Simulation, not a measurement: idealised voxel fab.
The following is a process module called voxel transistor to metal.
Xsec cut, 150 nm wide, square cell size 5 nm.
Cross-section = grid of square cells, listed top down in bands; band = one or more rows. The entry gives the band's vertical extent as a top height and a bottom height in nm, then its horizontal make-up as materials from left to right, each with a width in nm. "blank" stands for empty space; a single material marked "throughout" fills the band edge to edge. Zero point of the height axis is 0; under it, received wafer = one material. Lowest band: continues down indefinitely, "0 nm and below". When a width is written as two numbers, as in "30 to 40", the first number is the width in the top row of cells of the band and the second is the width in its bottom row, and the width changes by the same amount from each row to the next. Reading "stayed the same" for a step: not a cell of the cross-section changed in it. "Sealed void listing" - sealed voids, min. 8 cells, no opening to top; format: width x height at distance (distance from left edge; nm throughout). Whatever follows a step's settings on its line is a remark the simulator itself makes about that step. The "overlay nm" setting may appear on a step's line; for a step that uses a mask, it gives how far to the right of its planned position the mask lay, and a negative value indicates the left. The remainder of this document consists of a sequence of paired cross-sections. Each pair presents the cross-section prior to one process step together with the cross-section following it, the latter being rendered only as deep as the lowest band that underwent change. The intervening step, together with its settings, is stated beneath each pair. Because the pairs may originate from different runs of this module on the same starting wafer, a given pair is to be read as continuing from the preceding pair only where its entry headed "Pre-processing view" so indicates.
-- Pre-processing view
* 60 nm to 40 nm = blank 60 nm | resist 25 nm | blank 65 nm
* 40 nm to 35 nm = blank 30 nm | SiCN 85 nm | blank 35 nm
* 35 nm to 25 nm = SiCN throughout
* 25 nm to 20 nm = SiCN 30 nm | polySi 85 nm | SiCN 35 nm
* 20 nm to 0 nm = polySi throughout
* 0 nm to -5 nm = polySi 30 nm | SiO2 85 nm | polySi 35 nm
* -5 nm to -10 nm = SiO2 35 nm | Si 75 nm | SiO2 40 nm
* -10 nm to -30 nm = SiO2 25 nm | Si 95 nm | SiO2 30 nm
* -30 nm and below = Si throughout
* Sealed void listing: none
-- Post-Step Section View
* 60 nm to 40 nm = blank 60 nm | resist 25 nm | blank 65 nm
* 40 nm to 25 nm = blank 60 nm | SiCN 25 nm | blank 65 nm
* 25 nm to 20 nm = blank 30 nm | polySi 85 nm | blank 35 nm
* Rest of section, below 20: as before.
* Sealed void listing: none
Step, pre vs post cross-sections above: op DIRECTIONAL_ETCH | etch materials SiCN | depth nm 25
Pre-processing view: after-step cross-section of the pair just above applies.
-- Post-Step Section View
* 60 nm to 40 nm = blank 60 nm | resist 25 nm | blank 65 nm
* 40 nm to 25 nm = blank 60 nm | SiCN 25 nm | blank 65 nm
* 25 nm to 0 nm = blank 60 nm | polySi 25 nm | blank 65 nm
* 0 nm to -5 nm = blank 30 nm | SiO2 85 nm | blank 35 nm
* Rest of section, below -5: as before.
* Sealed void listing: none
Step, pre vs post cross-sections above: op DIRECTIONAL_ETCH | etch materials polySi | depth nm 35
Pre-processing view: after-step cross-section of the pair just above applies.
-- Post-Step Section View
* 40 nm to 25 nm = blank 60 nm | SiCN 25 nm | blank 65 nm
* Rest of section, below 25: as before.
* Sealed void listing: none
Step, pre vs post cross-sections above: op STRIP | etch materials resist
Pre-processing view: after-step cross-section of the pair just above applies.
-- Post-Step Section View
* 45 nm to 40 nm = blank 55 nm | SiO2 35 nm | blank 60 nm
* 40 nm to 25 nm = blank 55 nm | SiO2 5 nm | SiCN 25 nm | SiO2 5 nm | blank 60 nm
* 25 nm to 5 nm = blank 55 nm | SiO2 5 nm | polySi 25 nm | SiO2 5 nm | blank 60 nm
* 5 nm to 0 nm = blank 25 nm | SiO2 35 nm | polySi 25 nm | SiO2 35 nm | blank 30 nm
* 0 nm to -5 nm = SiO2 throughout
* Rest of section, below -5: as before.
* Sealed void listing: none
Step, pre vs post cross-sections above: op CONFORMAL_DEP | material SiO2 | thk nm 5
Pre-processing view: after-step cross-section of the pair just above applies.
-- Post-Step Section View
* 40 nm to 25 nm = blank 55 nm | SiO2 5 nm | SiCN 25 nm | SiO2 5 nm | blank 60 nm
* 25 nm to 0 nm = blank 55 nm | SiO2 5 nm | polySi 25 nm | SiO2 5 nm | blank 60 nm
* 0 nm to -5 nm = blank 25 nm | SiO2 95 nm | blank 30 nm
* Rest of section, below -5: as before.
* Sealed void listing: none
Step, pre vs post cross-sections above: op DIRECTIONAL_ETCH | etch materials SiO2 | depth nm 5
Pre-processing view: after-step cross-section of the pair just above applies.
-- Post-Step Section View
* 45 nm to 40 nm = blank 50 nm | SiN 45 nm | blank 55 nm
* 40 nm to 25 nm = blank 50 nm | SiN 5 nm | SiO2 5 nm | SiCN 25 nm | SiO2 5 nm | SiN 5 nm | blank 55 nm
* 25 nm to 5 nm = blank 50 nm | SiN 5 nm | SiO2 5 nm | polySi 25 nm | SiO2 5 nm | SiN 5 nm | blank 55 nm
* 5 nm to 0 nm = blank 20 nm | SiN 35 nm | SiO2 5 nm | polySi 25 nm | SiO2 5 nm | SiN 35 nm | blank 25 nm
* 0 nm to -5 nm = SiN 25 nm | SiO2 95 nm | SiN 30 nm
* Rest of section, below -5: as before.
* Sealed void listing: none
Step, pre vs post cross-sections above: op CONFORMAL_DEP | material SiN | thk nm 5
Pre-processing view: after-step cross-section of the pair just above applies.
-- Post-Step Section View
* 40 nm to 25 nm = blank 50 nm | SiN 5 nm | SiO2 5 nm | SiCN 25 nm | SiO2 5 nm | SiN 5 nm | blank 55 nm
* 25 nm to 0 nm = blank 50 nm | SiN 5 nm | SiO2 5 nm | polySi 25 nm | SiO2 5 nm | SiN 5 nm | blank 55 nm
* 0 nm to -5 nm = blank 20 nm | SiN 5 nm | SiO2 95 nm | SiN 5 nm | blank 25 nm
* Rest of section, below -5: as before.
* Sealed void listing: none
Step, pre vs post cross-sections above: op DIRECTIONAL_ETCH | etch materials SiN | depth nm 5
Pre-processing view: after-step cross-section of the pair just above applies.
-- Post-Step Section View
* 40 nm to 35 nm = blank 50 nm | SiN 5 nm | blank 5 nm | SiCN 25 nm | blank 5 nm | SiN 5 nm | blank 55 nm
* 35 nm to 25 nm = blank 50 nm | SiN 5 nm | SiO2 5 nm | SiCN 25 nm | SiO2 5 nm | SiN 5 nm | blank 55 nm
* 25 nm to 0 nm = blank 50 nm | SiN 5 nm | SiO2 5 nm | polySi 25 nm | SiO2 5 nm | SiN 5 nm | blank 55 nm
* 0 nm to -5 nm = blank 20 nm | SiN 5 nm | blank 25 nm | SiO2 45 nm | blank 25 nm | SiN 5 nm | blank 25 nm
* -5 nm to -10 nm = blank 20 nm | SiO2 15 nm | Si 75 nm | SiO2 15 nm | blank 25 nm
* Rest of section, below -10: as before.
* Sealed void listing: none
Step, pre vs post cross-sections above: op DIRECTIONAL_ETCH | etch materials SiO2 | depth nm 5
Pre-processing view: after-step cross-section of the pair just above applies.
-- Post-Step Section View
* 40 nm to 35 nm = blank 50 nm | SiN 5 nm | blank 5 nm | SiCN 25 nm | blank 5 nm | SiN 5 nm | blank 55 nm
* 35 nm to 25 nm = blank 50 nm | SiN 5 nm | SiO2 5 nm | SiCN 25 nm | SiO2 5 nm | SiN 5 nm | blank 55 nm
* 25 nm to 0 nm = blank 50 nm | SiN 5 nm | SiO2 5 nm | polySi 25 nm | SiO2 5 nm | SiN 5 nm | blank 55 nm
* 0 nm to -5 nm = blank 20 nm | SiN 5 nm | blank 25 nm | SiO2 45 nm | blank 25 nm | SiN 5 nm | blank 25 nm
* -5 nm to -10 nm = blank 20 nm | SiO2 15 nm | blank 15 nm | Si 45 nm | blank 15 nm | SiO2 15 nm | blank 25 nm
* -10 nm to -15 nm = SiO2 25 nm | Si 10 nm | blank 15 nm | Si 45 nm | blank 15 nm | Si 10 nm | SiO2 30 nm
* Rest of section, below -15: as before.
* Sealed void listing: none
Step, pre vs post cross-sections above: op DIRECTIONAL_ETCH | etch materials Si | depth nm 10
Pre-processing view: after-step cross-section of the pair just above applies.
-- Post-Step Section View
* 40 nm to 35 nm = blank 50 nm | SiN 5 nm | blank 5 nm | SiCN 25 nm | blank 5 nm | SiN 5 nm | blank 55 nm
* 35 nm to 25 nm = blank 50 nm | SiN 5 nm | SiO2 5 nm | SiCN 25 nm | SiO2 5 nm | SiN 5 nm | blank 55 nm
* 25 nm to 5 nm = blank 50 nm | SiN 5 nm | SiO2 5 nm | polySi 25 nm | SiO2 5 nm | SiN 5 nm | blank 55 nm
* 5 nm to 0 nm = blank 40 nm | SiGe 10 nm | SiN 5 nm | SiO2 5 nm | polySi 25 nm | SiO2 5 nm | SiN 5 nm | SiGe 10 nm | blank 45 nm
* 0 nm to -5 nm = blank 20 nm | SiN 5 nm | blank 5 nm | SiGe 20 nm | SiO2 45 nm | SiGe 20 nm | blank 5 nm | SiN 5 nm | blank 25 nm
* -5 nm to -10 nm = blank 20 nm | SiO2 15 nm | SiGe 15 nm | Si 45 nm | SiGe 15 nm | SiO2 15 nm | blank 25 nm
* -10 nm to -15 nm = SiO2 25 nm | Si 10 nm | SiGe 15 nm | Si 45 nm | SiGe 15 nm | Si 10 nm | SiO2 30 nm
* Rest of section, below -15: as before.
* Sealed void listing: none
Step, pre vs post cross-sections above: op EPI | material SiGe | thk nm 10
Pre-processing view: after-step cross-section of the pair just above applies.
-- Post-Step Section View
* 50 nm to 40 nm = SiO2 throughout
* 40 nm to 25 nm = SiO2 50 nm | SiN 5 nm | SiO2 5 nm | SiCN 25 nm | SiO2 5 nm | SiN 5 nm | SiO2 55 nm
* 25 nm to 5 nm = SiO2 50 nm | SiN 5 nm | SiO2 5 nm | polySi 25 nm | SiO2 5 nm | SiN 5 nm | SiO2 55 nm
* 5 nm to 0 nm = SiO2 40 nm | SiGe 10 nm | SiN 5 nm | SiO2 5 nm | polySi 25 nm | SiO2 5 nm | SiN 5 nm | SiGe 10 nm | SiO2 45 nm
* 0 nm to -5 nm = SiO2 20 nm | SiN 5 nm | SiO2 5 nm | SiGe 20 nm | SiO2 45 nm | SiGe 20 nm | SiO2 5 nm | SiN 5 nm | SiO2 25 nm
* -5 nm to -10 nm = SiO2 35 nm | SiGe 15 nm | Si 45 nm | SiGe 15 nm | SiO2 40 nm
* Rest of section, below -10: as before.
* Sealed void listing: none
Step, pre vs post cross-sections above: op FILL_DEP | material SiO2 | thk nm 10
Pre-processing view: after-step cross-section of the pair just above applies.
-- Post-Step Section View
* 35 nm to 25 nm = SiO2 50 nm | SiN 5 nm | SiO2 5 nm | SiCN 25 nm | SiO2 5 nm | SiN 5 nm | SiO2 55 nm
* Rest of section, below 25: as before.
* Sealed void listing: none
Step, pre vs post cross-sections above: op CMP | height nm 35
Pre-processing view: after-step cross-section of the pair just above applies.
-- Post-Step Section View
* 45 nm to 35 nm = SiO2 throughout
* Rest of section, below 35: as before.
* Sealed void listing: none
Step, pre vs post cross-sections above: op DIRECTIONAL_DEP | material SiO2 | thk nm 10
Pre-processing view: after-step cross-section of the pair just above applies.
-- Post-Step Section View
* 45 nm to 35 nm = SiO2 30 nm | blank 25 nm | SiO2 35 nm | blank 25 nm | SiO2 35 nm
* 35 nm to 25 nm = SiO2 30 nm | blank 20 nm | SiN 5 nm | SiO2 5 nm | SiCN 25 nm | SiO2 5 nm | SiN 5 nm | blank 20 nm | SiO2 35 nm
* 25 nm to 5 nm = SiO2 30 nm | blank 20 nm | SiN 5 nm | SiO2 5 nm | polySi 25 nm | SiO2 5 nm | SiN 5 nm | blank 20 nm | SiO2 35 nm
* 5 nm to 0 nm = SiO2 30 nm | blank 10 nm | SiGe 10 nm | SiN 5 nm | SiO2 5 nm | polySi 25 nm | SiO2 5 nm | SiN 5 nm | SiGe 10 nm | blank 10 nm | SiO2 35 nm
* Rest of section, below 0: as before.
* Sealed void listing: none
Step, pre vs post cross-sections above: op MASKED_ETCH | tone open | mask id CONTACT | width nm 25 | pitch nm 60 | etch materials SiO2 | depth nm 55 | overlay nm 0
Pre-processing view: after-step cross-section of the pair just above applies.
-- Post-Step Section View
* 50 nm to 45 nm = TiN 35 nm | blank 15 nm | TiN 45 nm | blank 15 nm | TiN 40 nm
* 45 nm to 35 nm = SiO2 30 nm | TiN 5 nm | blank 15 to 10 nm | TiN 5 to 10 nm | SiO2 35 nm | TiN 5 to 10 nm | blank 15 to 10 nm | TiN 5 nm | SiO2 35 nm
* 35 nm to 25 nm = SiO2 30 nm | TiN 5 nm | blank 10 nm | TiN 5 nm | SiN 5 nm | SiO2 5 nm | SiCN 25 nm | SiO2 5 nm | SiN 5 nm | TiN 5 nm | blank 10 nm | TiN 5 nm | SiO2 35 nm
* 25 nm to 10 nm = SiO2 30 nm | TiN 5 nm | blank 10 nm | TiN 5 nm | SiN 5 nm | SiO2 5 nm | polySi 25 nm | SiO2 5 nm | SiN 5 nm | TiN 5 nm | blank 10 nm | TiN 5 nm | SiO2 35 nm
* 10 nm to 5 nm = SiO2 30 nm | TiN 20 nm | SiN 5 nm | SiO2 5 nm | polySi 25 nm | SiO2 5 nm | SiN 5 nm | TiN 20 nm | SiO2 35 nm
* 5 nm to 0 nm = SiO2 30 nm | TiN 10 nm | SiGe 10 nm | SiN 5 nm | SiO2 5 nm | polySi 25 nm | SiO2 5 nm | SiN 5 nm | SiGe 10 nm | TiN 10 nm | SiO2 35 nm
* Rest of section, below 0: as before.
* Sealed void listing: none
Step, pre vs post cross-sections above: op CONFORMAL_DEP | material TiN | thk nm 5
Pre-processing view: after-step cross-section of the pair just above applies.
-- Post-Step Section View
* 55 nm to 50 nm = Ru throughout
* 50 nm to 45 nm = TiN 35 nm | Ru 15 nm | TiN 45 nm | Ru 15 nm | TiN 40 nm
* 45 nm to 35 nm = SiO2 30 nm | TiN 5 nm | Ru 15 to 10 nm | TiN 5 to 10 nm | SiO2 35 nm | TiN 5 to 10 nm | Ru 15 to 10 nm | TiN 5 nm | SiO2 35 nm
* 35 nm to 25 nm = SiO2 30 nm | TiN 5 nm | Ru 10 nm | TiN 5 nm | SiN 5 nm | SiO2 5 nm | SiCN 25 nm | SiO2 5 nm | SiN 5 nm | TiN 5 nm | Ru 10 nm | TiN 5 nm | SiO2 35 nm
* 25 nm to 10 nm = SiO2 30 nm | TiN 5 nm | Ru 10 nm | TiN 5 nm | SiN 5 nm | SiO2 5 nm | polySi 25 nm | SiO2 5 nm | SiN 5 nm | TiN 5 nm | Ru 10 nm | TiN 5 nm | SiO2 35 nm
* Rest of section, below 10: as before.
* Sealed void listing: none
Step, pre vs post cross-sections above: op FILL_DEP | material Ru | thk nm 5
Pre-processing view: after-step cross-section of the pair just above applies.
-- Post-Step Section View
* 45 nm to 35 nm = SiO2 30 nm | TiN 5 nm | Ru 15 to 10 nm | TiN 5 to 10 nm | SiO2 35 nm | TiN 5 to 10 nm | Ru 15 to 10 nm | TiN 5 nm | SiO2 35 nm
* Rest of section, below 35: as before.
* Sealed void listing: none
Step, pre vs post cross-sections above: op CMP | height nm 45
Pre-processing view: after-step cross-section of the pair just above applies.
-- Post-Step Section View
* 50 nm to 45 nm = TiN throughout
* Rest of section, below 45: as before.
* Sealed void listing: none
Step, pre vs post cross-sections above: op DIRECTIONAL_DEP | material TiN | thk nm 5
Pre-processing view: after-step cross-section of the pair just above applies.
-- Post-Step Section View
* 70 nm to 50 nm = Ru throughout
* Rest of section, below 50: as before.
* Sealed void listing: none
Step, pre vs post cross-sections above: op DIRECTIONAL_DEP | material Ru | thk nm 20
Pre-processing view: after-step cross-section of the pair just above applies.
-- Post-Step Section View
* 90 nm to 70 nm = blank 30 nm | resist 15 nm | blank 55 nm | resist 15 nm | blank 35 nm
* Rest of section, below 70: as before.
* Sealed void listing: none
Step, pre vs post cross-sections above: op PATTERN | tone cover | mask id METAL_1 | material resist | width nm 15 | pitch nm 70 | thk nm 20 | overlay nm 0
Pre-processing view: after-step cross-section of the pair just above applies.
-- Post-Step Section View
* 90 nm to 70 nm = blank 30 nm | resist 15 nm | blank 55 nm | resist 15 nm | blank 35 nm
* 70 nm to 50 nm = blank 30 nm | Ru 15 nm | blank 55 nm | Ru 15 nm | blank 35 nm
* Rest of section, below 50: as before.
* Sealed void listing: none
Step, pre vs post cross-sections above: op DIRECTIONAL_ETCH | etch materials Ru | depth nm 20
Pre-processing view: after-step cross-section of the pair just above applies.
-- Post-Step Section View
* 90 nm to 70 nm = blank 30 nm | resist 15 nm | blank 55 nm | resist 15 nm | blank 35 nm
* 70 nm to 50 nm = blank 30 nm | Ru 15 nm | blank 55 nm | Ru 15 nm | blank 35 nm
* 50 nm to 45 nm = blank 30 nm | TiN 15 nm | blank 55 nm | TiN 15 nm | blank 35 nm
* Rest of section, below 45: as before.
* Sealed void listing: none
Step, pre vs post cross-sections above: op DIRECTIONAL_ETCH | etch materials TiN | depth nm 5
Pre-processing view: after-step cross-section of the pair just above applies.
-- Post-Step Section View
* 70 nm to 50 nm = blank 30 nm | Ru 15 nm | blank 55 nm | Ru 15 nm | blank 35 nm
* Rest of section, below 50: as before.
* Sealed void listing: none
Step, pre vs post cross-sections above: op STRIP | etch materials resist
Pre-processing view: after-step cross-section of the pair just above applies.
-- Post-Step Section View
* 75 nm to 70 nm = blank 25 nm | SiN 25 nm | blank 45 nm | SiN 25 nm | blank 30 nm
* 70 nm to 50 nm = blank 25 nm | SiN 5 nm | Ru 15 nm | SiN 5 nm | blank 45 nm | SiN 5 nm | Ru 15 nm | SiN 5 nm | blank 30 nm
* 50 nm to 45 nm = SiN 30 nm | TiN 15 nm | SiN 55 nm | TiN 15 nm | SiN 35 nm
* Rest of section, below 45: as before.
* Sealed void listing: none
Step, pre vs post cross-sections above: op CONFORMAL_DEP | material SiN | thk nm 5
Pre-processing view: after-step cross-section of the pair just above applies.
-- Post-Step Section View
* 80 nm to 75 nm = SiO2 throughout
* 75 nm to 70 nm = SiO2 25 nm | SiN 25 nm | SiO2 45 nm | SiN 25 nm | SiO2 30 nm
* 70 nm to 50 nm = SiO2 25 nm | SiN 5 nm | Ru 15 nm | SiN 5 nm | SiO2 45 nm | SiN 5 nm | Ru 15 nm | SiN 5 nm | SiO2 30 nm
* Rest of section, below 50: as before.
* Sealed void listing: none
Step, pre vs post cross-sections above: op FILL_DEP | material SiO2 | thk nm 5
Pre-processing view: after-step cross-section of the pair just above applies.
-- Post-Step Section View
* 70 nm to 50 nm = SiO2 25 nm | SiN 5 nm | Ru 15 nm | SiN 5 nm | SiO2 45 nm | SiN 5 nm | Ru 15 nm | SiN 5 nm | SiO2 30 nm
* Rest of section, below 50: as before.
* Sealed void listing: none
Step, pre vs post cross-sections above: op CMP | height nm 70
Pre-processing view: after-step cross-section of the pair just above applies.
-- Post-Step Section View
* 75 nm to 70 nm = SiN throughout
* Rest of section, below 70: as before.
* Sealed void listing: none
Step, pre vs post cross-sections above: op CONFORMAL_DEP | material SiN | thk nm 5
-- Pre-processing view
* -5 nm to -10 nm = SiO2 throughout
* -10 nm to -30 nm = SiO2 25 nm | Si 95 nm | SiO2 30 nm
* -30 nm and below = Si throughout
* Sealed void listing: none
-- Post-Step Section View
* 10 nm to -5 nm = polySi throughout
* Rest of section, below -5: as before.
* Sealed void listing: none
Step, pre vs post cross-sections above: op DIRECTIONAL_DEP | material polySi | thk nm 15
Pre-processing view: after-step cross-section of the pair just above applies.
-- Post-Step Section View
* 25 nm to 10 nm = SiCN throughout
* Rest of section, below 10: as before.
* Sealed void listing: none
Step, pre vs post cross-sections above: op DIRECTIONAL_DEP | material SiCN | thk nm 15
Pre-processing view: after-step cross-section of the pair just above applies.
-- Post-Step Section View
* 45 nm to 25 nm = blank 60 nm | resist 25 nm | blank 65 nm
* Rest of section, below 25: as before.
* Sealed void listing: none
Step, pre vs post cross-sections above: op PATTERN | tone cover | mask id GATE | material resist | width nm 25 | thk nm 20 | overlay nm 0
Pre-processing view: after-step cross-section of the pair just above applies.
-- Post-Step Section View
* 45 nm to 25 nm = blank 60 nm | resist 25 nm | blank 65 nm
* 25 nm to 10 nm = blank 60 nm | SiCN 25 nm | blank 65 nm
* Rest of section, below 10: as before.
* Sealed void listing: none
Step, pre vs post cross-sections above: op DIRECTIONAL_ETCH | etch materials SiCN | depth nm 25
Pre-processing view: after-step cross-section of the pair just above applies.
-- Post-Step Section View
* 45 nm to 25 nm = blank 60 nm | resist 25 nm | blank 65 nm
* 25 nm to 10 nm = blank 60 nm | SiCN 25 nm | blank 65 nm
* 10 nm to -5 nm = blank 60 nm | polySi 25 nm | blank 65 nm
* Rest of section, below -5: as before.
* Sealed void listing: none
Step, pre vs post cross-sections above: op DIRECTIONAL_ETCH | etch materials polySi | depth nm 35
Pre-processing view: after-step cross-section of the pair just above applies.
-- Post-Step Section View
* 25 nm to 10 nm = blank 60 nm | SiCN 25 nm | blank 65 nm
* Rest of section, below 10: as before.
* Sealed void listing: none
Step, pre vs post cross-sections above: op STRIP | etch materials resist
Pre-processing view: after-step cross-section of the pair just above applies.
-- Post-Step Section View
* 30 nm to 25 nm = blank 55 nm | SiO2 35 nm | blank 60 nm
* 25 nm to 10 nm = blank 55 nm | SiO2 5 nm | SiCN 25 nm | SiO2 5 nm | blank 60 nm
* 10 nm to 0 nm = blank 55 nm | SiO2 5 nm | polySi 25 nm | SiO2 5 nm | blank 60 nm
* 0 nm to -5 nm = SiO2 60 nm | polySi 25 nm | SiO2 65 nm
* Rest of section, below -5: as before.
* Sealed void listing: none
Step, pre vs post cross-sections above: op CONFORMAL_DEP | material SiO2 | thk nm 5
Pre-processing view: after-step cross-section of the pair just above applies.
-- Post-Step Section View
* 25 nm to 10 nm = blank 55 nm | SiO2 5 nm | SiCN 25 nm | SiO2 5 nm | blank 60 nm
* 10 nm to -5 nm = blank 55 nm | SiO2 5 nm | polySi 25 nm | SiO2 5 nm | blank 60 nm
* Rest of section, below -5: as before.
* Sealed void listing: none
Step, pre vs post cross-sections above: op DIRECTIONAL_ETCH | etch materials SiO2 | depth nm 5
Pre-processing view: after-step cross-section of the pair just above applies.
-- Post-Step Section View
* 30 nm to 25 nm = blank 50 nm | SiN 45 nm | blank 55 nm
* 25 nm to 10 nm = blank 50 nm | SiN 5 nm | SiO2 5 nm | SiCN 25 nm | SiO2 5 nm | SiN 5 nm | blank 55 nm
* 10 nm to 0 nm = blank 50 nm | SiN 5 nm | SiO2 5 nm | polySi 25 nm | SiO2 5 nm | SiN 5 nm | blank 55 nm
* 0 nm to -5 nm = SiN 55 nm | SiO2 5 nm | polySi 25 nm | SiO2 5 nm | SiN 60 nm
* Rest of section, below -5: as before.
* Sealed void listing: none
Step, pre vs post cross-sections above: op CONFORMAL_DEP | material SiN | thk nm 5
Pre-processing view: after-step cross-section of the pair just above applies.
-- Post-Step Section View
* 25 nm to 10 nm = blank 50 nm | SiN 5 nm | SiO2 5 nm | SiCN 25 nm | SiO2 5 nm | SiN 5 nm | blank 55 nm
* 10 nm to -5 nm = blank 50 nm | SiN 5 nm | SiO2 5 nm | polySi 25 nm | SiO2 5 nm | SiN 5 nm | blank 55 nm
* Rest of section, below -5: as before.
* Sealed void listing: none
Step, pre vs post cross-sections above: op DIRECTIONAL_ETCH | etch materials SiN | depth nm 5
Pre-processing view: after-step cross-section of the pair just above applies.
-- Post-Step Section View
* 25 nm to 20 nm = blank 50 nm | SiN 5 nm | blank 5 nm | SiCN 25 nm | blank 5 nm | SiN 5 nm | blank 55 nm
* 20 nm to 10 nm = blank 50 nm | SiN 5 nm | SiO2 5 nm | SiCN 25 nm | SiO2 5 nm | SiN 5 nm | blank 55 nm
* 10 nm to -5 nm = blank 50 nm | SiN 5 nm | SiO2 5 nm | polySi 25 nm | SiO2 5 nm | SiN 5 nm | blank 55 nm
* -5 nm to -10 nm = blank 50 nm | SiO2 45 nm | blank 55 nm
* Rest of section, below -10: as before.
* Sealed void listing: none
Step, pre vs post cross-sections above: op DIRECTIONAL_ETCH | etch materials SiO2 | depth nm 5
Pre-processing view: after-step cross-section of the pair just above applies.
-- Post-Step Section View
* 25 nm to 20 nm = blank 50 nm | SiN 5 nm | blank 5 nm | SiCN 25 nm | blank 5 nm | SiN 5 nm | blank 55 nm
* 20 nm to 10 nm = blank 50 nm | SiN 5 nm | SiO2 5 nm | SiCN 25 nm | SiO2 5 nm | SiN 5 nm | blank 55 nm
* 10 nm to -5 nm = blank 50 nm | SiN 5 nm | SiO2 5 nm | polySi 25 nm | SiO2 5 nm | SiN 5 nm | blank 55 nm
* -5 nm to -10 nm = blank 50 nm | SiO2 45 nm | blank 55 nm
* -10 nm to -20 nm = SiO2 25 nm | blank 25 nm | Si 45 nm | blank 25 nm | SiO2 30 nm
* Rest of section, below -20: as before.
* Sealed void listing: none
Step, pre vs post cross-sections above: op DIRECTIONAL_ETCH | etch materials Si | depth nm 10
Pre-processing view: after-step cross-section of the pair just above applies.
-- Post-Step Section View
* 25 nm to 20 nm = blank 50 nm | SiN 5 nm | blank 5 nm | SiCN 25 nm | blank 5 nm | SiN 5 nm | blank 55 nm
* 20 nm to 10 nm = blank 50 nm | SiN 5 nm | SiO2 5 nm | SiCN 25 nm | SiO2 5 nm | SiN 5 nm | blank 55 nm
* 10 nm to 0 nm = blank 50 nm | SiN 5 nm | SiO2 5 nm | polySi 25 nm | SiO2 5 nm | SiN 5 nm | blank 55 nm
* 0 nm to -5 nm = blank 40 nm | SiGe 10 nm | SiN 5 nm | SiO2 5 nm | polySi 25 nm | SiO2 5 nm | SiN 5 nm | SiGe 10 nm | blank 45 nm
* -5 nm to -10 nm = blank 40 nm | SiGe 10 nm | SiO2 45 nm | SiGe 10 nm | blank 45 nm
* -10 nm to -20 nm = SiO2 25 nm | SiGe 25 nm | Si 45 nm | SiGe 25 nm | SiO2 30 nm
* Rest of section, below -20: as before.
* Sealed void listing: none
Step, pre vs post cross-sections above: op EPI | material SiGe | thk nm 10
Pre-processing view: after-step cross-section of the pair just above applies.
-- Post-Step Section View
* 35 nm to 25 nm = SiO2 throughout
* 25 nm to 10 nm = SiO2 50 nm | SiN 5 nm | SiO2 5 nm | SiCN 25 nm | SiO2 5 nm | SiN 5 nm | SiO2 55 nm
* 10 nm to 0 nm = SiO2 50 nm | SiN 5 nm | SiO2 5 nm | polySi 25 nm | SiO2 5 nm | SiN 5 nm | SiO2 55 nm
* 0 nm to -5 nm = SiO2 40 nm | SiGe 10 nm | SiN 5 nm | SiO2 5 nm | polySi 25 nm | SiO2 5 nm | SiN 5 nm | SiGe 10 nm | SiO2 45 nm
* -5 nm to -10 nm = SiO2 40 nm | SiGe 10 nm | SiO2 45 nm | SiGe 10 nm | SiO2 45 nm
* Rest of section, below -10: as before.
* Sealed void listing: none
Step, pre vs post cross-sections above: op FILL_DEP | material SiO2 | thk nm 10
Pre-processing view: after-step cross-section of the pair just above applies.
-- Post-Step Section View
* 45 nm to 25 nm = SiO2 throughout
* Rest of section, below 25: as before.
* Sealed void listing: none
Step, pre vs post cross-sections above: op DIRECTIONAL_DEP | material SiO2 | thk nm 10
Pre-processing view: after-step cross-section of the pair just above applies.
-- Post-Step Section View
* 45 nm to 25 nm = SiO2 30 nm | blank 25 nm | SiO2 35 nm | blank 25 nm | SiO2 35 nm
* 25 nm to 10 nm = SiO2 30 nm | blank 20 nm | SiN 5 nm | SiO2 5 nm | SiCN 25 nm | SiO2 5 nm | SiN 5 nm | blank 20 nm | SiO2 35 nm
* 10 nm to 0 nm = SiO2 30 nm | blank 20 nm | SiN 5 nm | SiO2 5 nm | polySi 25 nm | SiO2 5 nm | SiN 5 nm | blank 20 nm | SiO2 35 nm
* 0 nm to -5 nm = SiO2 30 nm | blank 10 nm | SiGe 10 nm | SiN 5 nm | SiO2 5 nm | polySi 25 nm | SiO2 5 nm | SiN 5 nm | SiGe 10 nm | blank 10 nm | SiO2 35 nm
* -5 nm to -10 nm = SiO2 30 nm | blank 10 nm | SiGe 10 nm | SiO2 45 nm | SiGe 10 nm | blank 10 nm | SiO2 35 nm
* Rest of section, below -10: as before.
* Sealed void listing: none
Step, pre vs post cross-sections above: op MASKED_ETCH | tone open | mask id CONTACT | width nm 25 | pitch nm 60 | etch materials SiO2 | depth nm 55 | overlay nm 0
Pre-processing view: after-step cross-section of the pair just above applies.
-- Post-Step Section View
* 50 nm to 45 nm = TiN 35 nm | blank 15 nm | TiN 45 nm | blank 15 nm | TiN 40 nm
* 45 nm to 30 nm = SiO2 30 nm | TiN 5 nm | blank 15 nm | TiN 5 nm | SiO2 35 nm | TiN 5 nm | blank 15 nm | TiN 5 nm | SiO2 35 nm
* 30 nm to 25 nm = SiO2 30 nm | TiN 5 nm | blank 10 nm | TiN 10 nm | SiO2 35 nm | TiN 10 nm | blank 10 nm | TiN 5 nm | SiO2 35 nm
* 25 nm to 10 nm = SiO2 30 nm | TiN 5 nm | blank 10 nm | TiN 5 nm | SiN 5 nm | SiO2 5 nm | SiCN 25 nm | SiO2 5 nm | SiN 5 nm | TiN 5 nm | blank 10 nm | TiN 5 nm | SiO2 35 nm
* 10 nm to 5 nm = SiO2 30 nm | TiN 5 nm | blank 10 nm | TiN 5 nm | SiN 5 nm | SiO2 5 nm | polySi 25 nm | SiO2 5 nm | SiN 5 nm | TiN 5 nm | blank 10 nm | TiN 5 nm | SiO2 35 nm
* 5 nm to 0 nm = SiO2 30 nm | TiN 20 nm | SiN 5 nm | SiO2 5 nm | polySi 25 nm | SiO2 5 nm | SiN 5 nm | TiN 20 nm | SiO2 35 nm
* 0 nm to -5 nm = SiO2 30 nm | TiN 10 nm | SiGe 10 nm | SiN 5 nm | SiO2 5 nm | polySi 25 nm | SiO2 5 nm | SiN 5 nm | SiGe 10 nm | TiN 10 nm | SiO2 35 nm
* -5 nm to -10 nm = SiO2 30 nm | TiN 10 nm | SiGe 10 nm | SiO2 45 nm | SiGe 10 nm | TiN 10 nm | SiO2 35 nm
* Rest of section, below -10: as before.
* Sealed void listing: none
Step, pre vs post cross-sections above: op CONFORMAL_DEP | material TiN | thk nm 5
